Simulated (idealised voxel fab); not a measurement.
Title: Process Module voxel ribs on slabs
The cross-section on display is named cut; it measures 295 nm wide, and its cells are 5 nm squares.
Cross-section format: a grid of square cells, given as bands from top to bottom; each band is one or more rows of cells. Basically the band line says how high the top is and how high the bottom is, in nm, and then what's in it from left to right, every material with its width in nm. Empty space shows up as "blank", and if a single material carries "all across" it runs the full band edge to edge. Below 0: as-received wafer, all one material; heights counted from there. Lowest band: no bottom, goes on down, written "0 and below". Width spec "30..40" -> top row of cells at first value, bottom row at second value, equal per-row change in between. Given "no modifications" for a step, no cell of the cross-section differs between before and after that step. The entry titled "Trapped cavities" provides the empty spaces that have no open way to the top, restricted to those of 8 cells or more. Each is presented as width x height at distance, the distance being measured from the left edge, with all three in nm. Where a step's line continues beyond its settings, the continuation is a remark by the simulator itself on that step. overlay nm: where the mask lay relative to plan, measured to the right, on steps with a mask; negatives go left.

# Process steps foreseen in the plan
| 1 | RECEIVE,material Si |
| 2 | DIRECTIONAL_DEP,material SiO2,thk nm 25 |
| 3 | DIRECTIONAL_DEP,material SiN,thk nm 25 |
| 4 | PATTERN,tone cover,mask id RIB,material resist,width nm 15,thk nm 15,overlay nm 0 |
| 5 | DIRECTIONAL_ETCH,etch materials SiN,depth nm 5 |
| 6 | STRIP,etch materials resist |
| 7 | MASKED_ETCH,tone cover,mask id SLAB,width nm 55,etch materials SiN,depth nm 20,overlay nm 0 |
| 8 | FILL_DEP,material SiO2,thk nm 30 |
| 9 | CMP,height nm 70 |
| 10 | DIRECTIONAL_DEP,material TiN,thk nm 5 |
| 11 | MASKED_ETCH,tone cover,mask id HEATER,width nm 25,etch materials TiN,depth nm 10,overlay nm 0 |
| 12 | CONFORMAL_DEP,material SiO2,thk nm 5 |
The plan shows the thk nm of step 10 as the first wafer had it; this setting differs between the wafers, which start out alike.

# First wafer of several, as received: cross-section after step 1
  0 and below: Si all across
  Trapped cavities: none

# Quick key for the table: a row per wafer, taken at the end of the module. For each material it tells you how many cells the wafer gained (+) or lost (-) since it came in, and the closed voids come after
thk nm 5 | +47 SiN | +840 SiO2 | +5 TiN | Trapped cavities: none
thk nm 10 | +47 SiN | +842 SiO2 | +10 TiN | Trapped cavities: none
thk nm 15 | +47 SiN | +842 SiO2 | +69 TiN | Trapped cavities: none
thk nm 20 | +47 SiN | +842 SiO2 | +128 TiN | Trapped cavities: none
thk nm 25 | +47 SiN | +842 SiO2 | +187 TiN | Trapped cavities: none
